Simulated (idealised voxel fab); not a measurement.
Herein follows the process module entitled voxel transistor to metal.
The figure presents cross-section cut, which has a width of 200 nm and is divided into square cells with an edge length of 5 nm.
Bands, listed from the top down, are how a cross-section gets written in this document; the cross-section itself is a grid of square cells, and a band is one or more rows of them. Heights first: top, then bottom, in nm. Then materials, left to right, each with a width in nm. "throughout" on a single material: fills the band edge to edge. "blank": empty space. Where do heights start? At 0: under that level the wafer as delivered is made of one material only. And the lowest band has no floor; it just carries on downward, as in "0 nm and below". Read "30 to 40" as a graded width: first number on top, second number at the bottom, same change between each pair of neighbouring rows. Given "no modifications" for a step, no cell of the cross-section differs between before and after that step. This entry, "Fully enclosed voids", enumerates those empty regions of no fewer than 8 cells that possess no open connection to the top. Each region is reported in the form width x height at distance, the distance being taken from the left edge, with all three quantities expressed in nm. That trailing text on a step's line, after the settings, is the simulator's own remark on the step. The line of a step may include "overlay nm". On a step with a mask, this value is how far to the right of its planned place the mask lay. A negative value means the mask lay to the left.
### List of planned process steps
step 1: op RECEIVE | material Si
step 2: op CONFORMAL_DEP | material SiO2 | thk nm 5
step 3: op CONFORMAL_DEP | material SiN | thk nm 15
step 4: op DIRECTIONAL_DEP | material aC | thk nm 10
step 5: op PATTERN | tone cover | mask id ACTIVE | material resist | width nm 110 | thk nm 30 | overlay nm 0
step 6: op DIRECTIONAL_ETCH | etch materials aC | depth nm 10
step 7: op STRIP | etch materials resist
step 8: op DIRECTIONAL_ETCH | etch materials SiN | depth nm 15
step 9: op DIRECTIONAL_ETCH | etch materials SiO2 | depth nm 5
step 10: op DIRECTIONAL_ETCH | etch materials Si | depth nm 30
step 11: op STRIP | etch materials aC
step 12: op OXIDIZE | depth nm 5
step 13: op FILL_DEP | material SiO2 | thk nm 15
step 14: op CMP | height nm 20
step 15: op SELECTIVE_ETCH | etch materials SiO2 | depth nm 10
step 16: op STRIP | etch materials SiN
step 17: op SELECTIVE_ETCH | etch materials SiO2 | depth nm 5
step 18: op OXIDIZE | depth nm 5
step 19: op DIRECTIONAL_DEP | material polySi | thk nm 25
step 20: op DIRECTIONAL_DEP | material SiCN | thk nm 10
step 21: op MASKED_ETCH | tone cover | mask id GATE | width nm 20 | etch materials SiCN | depth nm 20 | overlay nm 0
step 22: op MASKED_ETCH | tone cover | mask id GATE | width nm 20 | etch materials polySi | depth nm 35 | overlay nm 0
step 23: op CONFORMAL_DEP | material SiO2 | thk nm 5
step 24: op DIRECTIONAL_ETCH | etch materials SiO2 | depth nm 5
step 25: op CONFORMAL_DEP | material SiN | thk nm 5
step 26: op DIRECTIONAL_ETCH | etch materials SiN | depth nm 5
step 27: op DIRECTIONAL_ETCH | etch materials SiO2 | depth nm 5
step 28: op DIRECTIONAL_ETCH | etch materials Si | depth nm 15
step 29: op EPI | material nSi | thk nm 15
step 30: op FILL_DEP | material SiO2 | thk nm 10
step 31: op CMP | height nm 35
step 32: op DIRECTIONAL_DEP | material SiO2 | thk nm 10
step 33: op DIRECTIONAL_DEP | material aC | thk nm 15
step 34: op PATTERN | tone open | mask id CONTACT | material resist | width nm 15 | pitch nm 75 | thk nm 35 | overlay nm 0
step 35: op DIRECTIONAL_ETCH | etch materials aC | depth nm 15
step 36: op STRIP | etch materials resist
step 37: op DIRECTIONAL_ETCH | etch materials SiO2 | depth nm 50
step 38: op STRIP | etch materials aC
step 39: op CONFORMAL_DEP | material TiN | thk nm 5
step 40: op FILL_DEP | material Ru | thk nm 10
step 41: op CMP | height nm 45
step 42: op DIRECTIONAL_DEP | material TiN | thk nm 5
step 43: op DIRECTIONAL_DEP | material Ru | thk nm 15
step 44: op DIRECTIONAL_DEP | material aC | thk nm 10
step 45: op PATTERN | tone cover | mask id METAL_1 | material resist | width nm 15 | pitch nm 75 | thk nm 30 | overlay nm 0
step 46: op DIRECTIONAL_ETCH | etch materials aC | depth nm 10
step 47: op STRIP | etch materials resist
step 48: op DIRECTIONAL_ETCH | etch materials Ru | depth nm 15
step 49: op DIRECTIONAL_ETCH | etch materials TiN | depth nm 5
step 50: op STRIP | etch materials aC
step 51: op FILL_DEP | material SiO2 | thk nm 10
step 52: op CMP | height nm 65
step 53: op CONFORMAL_DEP | material SiCN | thk nm 5
step 54: op DIRECTIONAL_DEP | material SiO2 | thk nm 30
step 55: op DIRECTIONAL_DEP | material aC | thk nm 15
step 56: op PATTERN | tone open | mask id METAL_2 | material resist | width nm 15 | pitch nm 75 | thk nm 30 | overlay nm 0
step 57: op DIRECTIONAL_ETCH | etch materials aC | depth nm 15
step 58: op STRIP | etch materials resist
step 59: op DIRECTIONAL_ETCH | etch materials SiO2 | depth nm 20
step 60: op STRIP | etch materials aC
step 61: op PATTERN | tone open | mask id METAL_2_HOLES | material resist | width nm 15 | pitch nm 75 | thk nm 20 | overlay nm -15
step 62: op DIRECTIONAL_ETCH | etch materials SiO2 | depth nm 10
step 63: op DIRECTIONAL_ETCH | etch materials SiCN | depth nm 5
step 64: op STRIP | etch materials resist
step 65: op CONFORMAL_DEP | material TiN | thk nm 5
step 66: op FILL_DEP | material Cu | thk nm 5
step 67: op CMP | height nm 100
step 68: op CONFORMAL_DEP | material SiN | thk nm 5
For clarity, it should be stated that the wafers under discussion commence in an identical condition and differ with respect to the overlay nm of step 61, the plan indicating the value that the first wafer had.
### Cross-section of the first incoming wafer of several, state after step 1
    0 nm and below: Si throughout
    Fully enclosed voids: none
### Last step of the module is step 68; after it, the first of several wafers in cross-section
    105 nm to 100 nm: SiN throughout
    100 nm to 90 nm: SiO2 (40); TiN (5 to 20); Cu (20 to 5); TiN (5); SiO2 (45); TiN (5 to 20); Cu (20 to 5); TiN (5); SiO2 (55)
    90 nm to 85 nm: SiO2 (55); TiN (5); Cu (5); TiN (5); SiO2 (60); TiN (5); Cu (5); TiN (5); SiO2 (55)
    85 nm to 80 nm: SiO2 (55); TiN (15); SiO2 (60); TiN (15); SiO2 (55)
    80 nm to 70 nm: SiO2 throughout
    70 nm to 65 nm: SiCN throughout
    65 nm to 50 nm: SiO2 (55); Ru (15); SiO2 (60); Ru (15); SiO2 (55)
    50 nm to 45 nm: SiO2 (55); TiN (15); SiO2 (60); TiN (15); SiO2 (55)
    45 nm to 35 nm: SiO2 (55); TiN (5); Ru (5); TiN (5); SiO2 (60); TiN (5); Ru (5); TiN (5); SiO2 (55)
    35 nm to 25 nm: SiO2 (55); TiN (5); Ru (5); TiN (5); SiO2 (10); SiN (5); SiO2 (5); SiCN (20); SiO2 (5); SiN (5); SiO2 (10); TiN (5); Ru (5); TiN (5); SiO2 (55)
    25 nm to 15 nm: SiO2 (55); TiN (5); Ru (5); TiN (5); SiO2 (10); SiN (5); SiO2 (5); polySi (20); SiO2 (5); SiN (5); SiO2 (10); TiN (5); Ru (5); TiN (5); SiO2 (55)
    15 nm to 10 nm: SiO2 (55); TiN (15); SiO2 (10); SiN (5); SiO2 (5); polySi (20); SiO2 (5); SiN (5); SiO2 (10); TiN (15); SiO2 (55)
    10 nm to 5 nm: SiO2 (55); TiN (10); nSi (15); SiN (5); SiO2 (5); polySi (20); SiO2 (5); SiN (5); nSi (15); TiN (10); SiO2 (55)
    5 nm to 0 nm: SiO2 (45); SiN (5); SiO2 (5); TiN (10); nSi (15); SiN (5); SiO2 (5); polySi (20); SiO2 (5); SiN (5); nSi (15); TiN (10); SiO2 (5); SiN (5); SiO2 (45)
    0 nm to -5 nm: SiO2 (55); TiN (10); nSi (15); SiO2 (40); nSi (15); TiN (10); SiO2 (55)
    -5 nm to -20 nm: SiO2 (50); nSi (30); Si (40); nSi (30); SiO2 (50)
    -20 nm to -35 nm: SiO2 (50); Si (100); SiO2 (50)
    -35 nm and below: Si throughout
    Fully enclosed voids: none
### The last wafer as seen in cross-section at the end of the module
    105 nm to 100 nm: SiN throughout
    100 nm to 90 nm: SiO2 (55); TiN (5); Cu (20 to 5); TiN (5 to 20); SiO2 (45); TiN (5); Cu (20 to 5); TiN (5 to 20); SiO2 (40)
    90 nm to 85 nm: SiO2 (55); TiN (5); Cu (5); TiN (5); SiO2 (60); TiN (5); Cu (5); TiN (5); SiO2 (55)
    85 nm to 80 nm: SiO2 (55); TiN (15); SiO2 (60); TiN (15); SiO2 (55)
    80 nm to 70 nm: SiO2 throughout
    70 nm to 65 nm: SiCN throughout
    65 nm to 50 nm: SiO2 (55); Ru (15); SiO2 (60); Ru (15); SiO2 (55)
    50 nm to 45 nm: SiO2 (55); TiN (15); SiO2 (60); TiN (15); SiO2 (55)
    45 nm to 35 nm: SiO2 (55); TiN (5); Ru (5); TiN (5); SiO2 (60); TiN (5); Ru (5); TiN (5); SiO2 (55)
    35 nm to 25 nm: SiO2 (55); TiN (5); Ru (5); TiN (5); SiO2 (10); SiN (5); SiO2 (5); SiCN (20); SiO2 (5); SiN (5); SiO2 (10); TiN (5); Ru (5); TiN (5); SiO2 (55)
    25 nm to 15 nm: SiO2 (55); TiN (5); Ru (5); TiN (5); SiO2 (10); SiN (5); SiO2 (5); polySi (20); SiO2 (5); SiN (5); SiO2 (10); TiN (5); Ru (5); TiN (5); SiO2 (55)
    15 nm to 10 nm: SiO2 (55); TiN (15); SiO2 (10); SiN (5); SiO2 (5); polySi (20); SiO2 (5); SiN (5); SiO2 (10); TiN (15); SiO2 (55)
    10 nm to 5 nm: SiO2 (55); TiN (10); nSi (15); SiN (5); SiO2 (5); polySi (20); SiO2 (5); SiN (5); nSi (15); TiN (10); SiO2 (55)
    5 nm to 0 nm: SiO2 (45); SiN (5); SiO2 (5); TiN (10); nSi (15); SiN (5); SiO2 (5); polySi (20); SiO2 (5); SiN (5); nSi (15); TiN (10); SiO2 (5); SiN (5); SiO2 (45)
    0 nm to -5 nm: SiO2 (55); TiN (10); nSi (15); SiO2 (40); nSi (15); TiN (10); SiO2 (55)
    -5 nm to -20 nm: SiO2 (50); nSi (30); Si (40); nSi (30); SiO2 (50)
    -20 nm to -35 nm: SiO2 (50); Si (100); SiO2 (50)
    -35 nm and below: Si throughout
    Fully enclosed voids: none
### Per wafer (row), end of module: delta in cells per material since receipt, (+) for gained, (-) for lost; closed voids after that
overlay nm -15 | +12 Cu | +30 Ru | -196 Si | +48 SiCN | +56 SiN | +744 SiO2 | +72 TiN | +54 nSi | +20 polySi | Fully enclosed voids: none
overlay nm -10 | +10 Cu | +30 Ru | -196 Si | +46 SiCN | +56 SiN | +744 SiO2 | +76 TiN | +54 nSi | +20 polySi | Fully enclosed voids: none
overlay nm -5 | +8 Cu | +30 Ru | -196 Si | +44 SiCN | +56 SiN | +744 SiO2 | +80 TiN | +54 nSi | +20 polySi | Fully enclosed voids: none
overlay nm 0 | +12 Cu | +30 Ru | -196 Si | +42 SiCN | +56 SiN | +744 SiO2 | +78 TiN | +54 nSi | +20 polySi | Fully enclosed voids: none
overlay nm 5 | +8 Cu | +30 Ru | -196 Si | +44 SiCN | +56 SiN | +744 SiO2 | +80 TiN | +54 nSi | +20 polySi | Fully enclosed voids: none
overlay nm 10 | +10 Cu | +30 Ru | -196 Si | +46 SiCN | +56 SiN | +744 SiO2 | +76 TiN | +54 nSi | +20 polySi | Fully enclosed voids: none
overlay nm 15 | +12 Cu | +30 Ru | -196 Si | +48 SiCN | +56 SiN | +744 SiO2 | +72 TiN | +54 nSi | +20 polySi | Fully enclosed voids: none
